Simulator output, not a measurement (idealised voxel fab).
The name of this process module is voxel quadruple lines.
This is section cut - it's 190 nm across, gridded in 5 nm square cells.
Heads up, the way a cross-section reads in here is a grid of square cells, handed over as bands from the top down, with every band being one or more rows of cells.
Top, bottom (nm), then materials left to right with widths (nm); lone material tagged "edge to edge" fills the whole band edge to edge; "blank" = empty space.
Heights from 0 (as-received wafer is one material below). Bottom band endless downward, as "0 down".
You'd read "30..40" like this: the band's top row of cells is as wide as the first number, its bottom row is as wide as the second, and going down, every row changes width by the same amount as the row before did.
The cross-section has no changed cell in any step marked "nothing different".
Look at "Completely enclosed voids" for the closed voids: empty spaces with no open path to the top, sized 8 cells or up. Each is width x height at distance, distance from the left edge, all nm.
On each step's line, the part that comes after the settings is the simulator's own comment on the step.
You can add "overlay nm" to a step's line. For a step with a mask, it describes how far the mask lay to the right of its planned position, and a negative number describes a lay to the left.
-- These are the steps we planned for the process
1. RECEIVE: material Si
2. CONFORMAL_DEP: material SiO2, thk nm 5
3. DIRECTIONAL_DEP: material Ru, thk nm 10
4. DIRECTIONAL_DEP: material polySi, thk nm 15
5. DIRECTIONAL_DEP: material aC, thk nm 25
6. PATTERN: tone cover, mask id MANDREL, material resist, width nm 30, thk nm 30, overlay nm 0
7. DIRECTIONAL_ETCH: etch materials aC, depth nm 25
8. STRIP: etch materials resist
9. CONFORMAL_DEP: material SiO2, thk nm 10
10. DIRECTIONAL_ETCH: etch materials SiO2, depth nm 10
11. STRIP: etch materials aC
12. DIRECTIONAL_ETCH: etch materials polySi, depth nm 15
13. STRIP: etch materials SiO2
14. CONFORMAL_DEP: material SiCN, thk nm 10
15. DIRECTIONAL_ETCH: etch materials SiCN, depth nm 10
16. STRIP: etch materials polySi
17. DIRECTIONAL_ETCH: etch materials Ru, depth nm 10
18. STRIP: etch materials SiCN
-- First wafer out of two, processed as planned
-- Delivered wafer in cross-section: state after step 1
> 0 down  Si edge to edge
> Completely enclosed voids: none
-- Step 2 complete: cross-section through the wafer
> 5 to 0  SiO2 edge to edge
> Below 0, the layers are the same as they were.
-- Step 3 complete: cross-section through the wafer
> 15 to 5  Ru edge to edge
> Below 5, the layers are the same as they were.
-- Step 4 complete: cross-section through the wafer
> 30 to 15  polySi edge to edge
> Below 15, the layers are the same as they were.
-- Step 5 complete: cross-section through the wafer
> 55 to 30  aC edge to edge
> Below 30, the layers are the same as they were.
-- Step 6 complete: cross-section through the wafer
> 85 to 55  blank=80  resist=30  blank=80
> Below 55, the layers are the same as they were.
-- Step 7 complete: cross-section through the wafer
> 60 to 55  blank=80  resist=30  blank=80
> 55 to 30  blank=80  aC=30  blank=80
> Below 30, the layers are the same as they were.
-- Step 8 complete: cross-section through the wafer
> 55 to 30  blank=80  aC=30  blank=80
> Below 30, the layers are the same as they were.
-- Step 9 complete: cross-section through the wafer
> 65 to 55  blank=70  SiO2=50  blank=70
> 55 to 40  blank=70  SiO2=10  aC=30  SiO2=10  blank=70
> 40 to 30  SiO2=80  aC=30  SiO2=80
> Below 30, the layers are the same as they were.
-- Step 10 complete: cross-section through the wafer
> 55 to 30  blank=70  SiO2=10  aC=30  SiO2=10  blank=70
> Below 30, the layers are the same as they were.
-- Step 11 complete: cross-section through the wafer
> 55 to 30  blank=70  SiO2=10  blank=30  SiO2=10  blank=70
> Below 30, the layers are the same as they were.
-- Step 12 complete: cross-section through the wafer
> 55 to 30  blank=70  SiO2=10  blank=30  SiO2=10  blank=70
> 30 to 15  blank=70  polySi=10  blank=30  polySi=10  blank=70
> Below 15, the layers are the same as they were.
-- Step 13 complete: cross-section through the wafer
> 30 to 15  blank=70  polySi=10  blank=30  polySi=10  blank=70
> Below 15, the layers are the same as they were.
-- Step 14 complete: cross-section through the wafer
> 40 to 30  blank=60  SiCN=30  blank=10  SiCN=30  blank=60
> 30 to 25  blank=60  SiCN=10  polySi=10  SiCN=10  blank=10  SiCN=10  polySi=10  SiCN=10  blank=60
> 25 to 15  SiCN=70  polySi=10  SiCN=30  polySi=10  SiCN=70
> Below 15, the layers are the same as they were.
-- Step 15 complete: cross-section through the wafer
> 30 to 15  blank=60  SiCN=10  polySi=10  SiCN=10  blank=10  SiCN=10  polySi=10  SiCN=10  blank=60
> Below 15, the layers are the same as they were.
-- Step 16 complete: cross-section through the wafer
> 30 to 15  blank=60  SiCN=10  blank=10  SiCN=10  blank=10  SiCN=10  blank=10  SiCN=10  blank=60
> Below 15, the layers are the same as they were.
-- Step 17 complete: cross-section through the wafer
> 30 to 15  blank=60  SiCN=10  blank=10  SiCN=10  blank=10  SiCN=10  blank=10  SiCN=10  blank=60
> 15 to 5  blank=60  Ru=10  blank=10  Ru=10  blank=10  Ru=10  blank=10  Ru=10  blank=60
> Below 5, the layers are the same as they were.
-- Step 18 complete: cross-section through the wafer
> 15 to 5  blank=60  Ru=10  blank=10  Ru=10  blank=10  Ru=10  blank=10  Ru=10  blank=60
> Below 5, the layers are the same as they were.
-- Now the other wafer: same start, same recipe, but we messed up one thing when running it. Up to and including step 5 it's the same as the first one
-- Look at the second wafer in cross-section at the time step 6 ought to have finished
> 85 to 55  resist=80  blank=30  resist=80
> Below 55, the layers are the same as they were.
-- Look at the second wafer in cross-section at the time step 7 ought to have finished
> 60 to 55  resist=80  blank=30  resist=80
> 55 to 30  aC=80  blank=30  aC=80
> Below 30, the layers are the same as they were.
-- Look at the second wafer in cross-section at the time step 8 ought to have finished
> 55 to 30  aC=80  blank=30  aC=80
> Below 30, the layers are the same as they were.
-- Look at the second wafer in cross-section at the time step 9 ought to have finished
> 65 to 55  SiO2=90  blank=10  SiO2=90
> 55 to 40  aC=80  SiO2=10  blank=10  SiO2=10  aC=80
> 40 to 30  aC=80  SiO2=30  aC=80
> Below 30, the layers are the same as they were.
-- Look at the second wafer in cross-section at the time step 10 ought to have finished
> 55 to 30  aC=80  SiO2=10  blank=10  SiO2=10  aC=80
> Below 30, the layers are the same as they were.
-- Look at the second wafer in cross-section at the time step 11 ought to have finished
> 55 to 30  blank=80  SiO2=10  blank=10  SiO2=10  blank=80
> Below 30, the layers are the same as they were.
-- Look at the second wafer in cross-section at the time step 12 ought to have finished
> 55 to 30  blank=80  SiO2=10  blank=10  SiO2=10  blank=80
> 30 to 15  blank=80  polySi=10  blank=10  polySi=10  blank=80
> Below 15, the layers are the same as they were.
-- Look at the second wafer in cross-section at the time step 13 ought to have finished
> 30 to 15  blank=80  polySi=10  blank=10  polySi=10  blank=80
> Below 15, the layers are the same as they were.
-- Look at the second wafer in cross-section at the time step 14 ought to have finished
> 40 to 30  blank=70  SiCN=50  blank=70
> 30 to 25  blank=70  SiCN=10  polySi=10  SiCN=10  polySi=10  SiCN=10  blank=70
> 25 to 15  SiCN=80  polySi=10  SiCN=10  polySi=10  SiCN=80
> Below 15, the layers are the same as they were.
-- Look at the second wafer in cross-section at the time step 15 ought to have finished
> 30 to 15  blank=70  SiCN=10  polySi=10  SiCN=10  polySi=10  SiCN=10  blank=70
> Below 15, the layers are the same as they were.
-- Look at the second wafer in cross-section at the time step 16 ought to have finished
> 30 to 15  blank=70  SiCN=10  blank=10  SiCN=10  blank=10  SiCN=10  blank=70
> Below 15, the layers are the same as they were.
-- Look at the second wafer in cross-section at the time step 17 ought to have finished
> 30 to 15  blank=70  SiCN=10  blank=10  SiCN=10  blank=10  SiCN=10  blank=70
> 15 to 5  blank=70  Ru=10  blank=10  Ru=10  blank=10  Ru=10  blank=70
> Below 5, the layers are the same as they were.
-- Look at the second wafer in cross-section at the time step 18 ought to have finished
> 15 to 5  blank=70  Ru=10  blank=10  Ru=10  blank=10  Ru=10  blank=70
> Below 5, the layers are the same as they were.
Diagnosis: step 6 changed vs plan, executed as PATTERN: tone open, mask id MANDREL, material resist, width nm 30, thk nm 30, overlay nm 0
Heads up, by the end the second wafer has more or fewer cells of some materials compared to the first: 4 fewer of Ru
